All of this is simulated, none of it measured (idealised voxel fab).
A process module follows: voxel self aligned contacts.
FYI the section here is cut, 250 nm wide, cells are 5 nm squares.
Cross-section, as written here: a square-cell grid given band by band from the top down, where a band holds one or more rows of cells. Top, bottom (nm), then materials left to right with widths (nm); lone material tagged "throughout" fills the whole band edge to edge; "air" = empty space. Beneath 0, the wafer as received is one material, and that level is where height counting begins. The lowest band goes on downward without a bottom; it is written like "0 -> down". Width "30->40": first value at the band's top row of cells, second value at its bottom row, equal change from row to row. Key: "no modification" - step with no changed cell in the cross-section. Closed-off voids of 8+ cells (no open route to the top) go in "Closed void listing", written width x height at distance from the left edge, in nm. Step line, after settings: the simulator's comment on this step. A step's line can hold "overlay nm"; with a mask on that step, the setting says how far right of the planned place the mask lay, while a negative setting says it lay to the left.
### Process steps foreseen in the plan
1: RECEIVE with material Si
2: CONFORMAL_DEP with material SiO2, thk nm 5
3: DIRECTIONAL_DEP with material polySi, thk nm 30
4: DIRECTIONAL_DEP with material SiN, thk nm 15
5: PATTERN with tone cover, mask id GATE, material resist, width nm 35, pitch nm 60, thk nm 15, overlay nm 0
6: DIRECTIONAL_ETCH with etch materials SiN, depth nm 15
7: DIRECTIONAL_ETCH with etch materials polySi, depth nm 30
8: STRIP with etch materials resist
9: CONFORMAL_DEP with material SiN, thk nm 5
10: DIRECTIONAL_ETCH with etch materials SiN, depth nm 5
11: FILL_DEP with material SiO2, thk nm 15
12: CMP with height nm 60
13: PATTERN with tone open, mask id CONTACT, material resist, width nm 35, pitch nm 60, thk nm 15, overlay nm 0
14: DIRECTIONAL_ETCH with etch materials SiO2, depth nm 60
15: STRIP with etch materials resist
16: CONFORMAL_DEP with material TiN, thk nm 5
17: FILL_DEP with material Ru, thk nm 5
18: CMP with height nm 60
19: CONFORMAL_DEP with material SiCN, thk nm 5
### As-received state of the wafer in cross-section, equivalent to post-step 1
* 0 -> down | Si throughout
* Closed void listing: none
### Wafer cross-section at module end: first of two, run to plan
* 65 -> 60 | SiCN throughout
* 60 -> 50 | SiO2 75 nm; TiN 5->15 nm; Ru 25->5 nm; TiN 5->15 nm; SiO2 25 nm; TiN 5->15 nm; Ru 25->5 nm; TiN 5->15 nm; SiO2 80 nm
* 50 -> 35 | SiO2 40 nm; SiN 45 nm; TiN 5 nm; Ru 5 nm; TiN 5 nm; SiN 45 nm; TiN 5 nm; Ru 5 nm; TiN 5 nm; SiN 45 nm; SiO2 45 nm
* 35 -> 5 | SiO2 40 nm; SiN 5 nm; polySi 35 nm; SiN 5 nm; TiN 5 nm; Ru 5 nm; TiN 5 nm; SiN 5 nm; polySi 35 nm; SiN 5 nm; TiN 5 nm; Ru 5 nm; TiN 5 nm; SiN 5 nm; polySi 35 nm; SiN 5 nm; SiO2 45 nm
* 5 -> 0 | SiO2 85 nm; TiN 15 nm; SiO2 45 nm; TiN 15 nm; SiO2 90 nm
* 0 -> down | Si throughout
* Closed void listing: none
### Cross-section of the latter of the two wafers at module completion. It had an identical start and an identical plan to the former; in running it, one mistake was made
* 65 -> 60 | SiCN throughout
* 60 -> 50 | SiO2 75 nm; TiN 5->15 nm; Ru 25->5 nm; TiN 5->15 nm; SiO2 25 nm; TiN 5->15 nm; Ru 25->5 nm; TiN 5->15 nm; SiO2 80 nm
* 50 -> 35 | SiO2 40 nm; SiN 45 nm; TiN 5 nm; Ru 5 nm; TiN 5 nm; SiN 45 nm; TiN 5 nm; Ru 5 nm; TiN 5 nm; SiN 45 nm; SiO2 45 nm
* 35 -> 15 | SiO2 40 nm; SiN 5 nm; polySi 35 nm; SiN 5 nm; TiN 5 nm; Ru 5 nm; TiN 5 nm; SiN 5 nm; polySi 35 nm; SiN 5 nm; TiN 5 nm; Ru 5 nm; TiN 5 nm; SiN 5 nm; polySi 35 nm; SiN 5 nm; SiO2 45 nm
* 15 -> 10 | SiO2 40 nm; SiN 5 nm; polySi 35 nm; SiN 5 nm; TiN 15 nm; SiN 5 nm; polySi 35 nm; SiN 5 nm; TiN 15 nm; SiN 5 nm; polySi 35 nm; SiN 5 nm; SiO2 45 nm
* 10 -> 5 | SiN 45 nm; polySi 35 nm; SiN 25 nm; polySi 35 nm; SiN 25 nm; polySi 35 nm; SiN 50 nm
* 5 -> 0 | SiO2 throughout
* 0 -> down | Si throughout
* Closed void listing: none
So what did we get wrong on this run? order of steps 9 and 10 inverted relative to the plan
FYI, end of process, the second wafer has more or fewer cells of some materials than the first: Ru -4; SiN +23; SiO2 -11; TiN -8
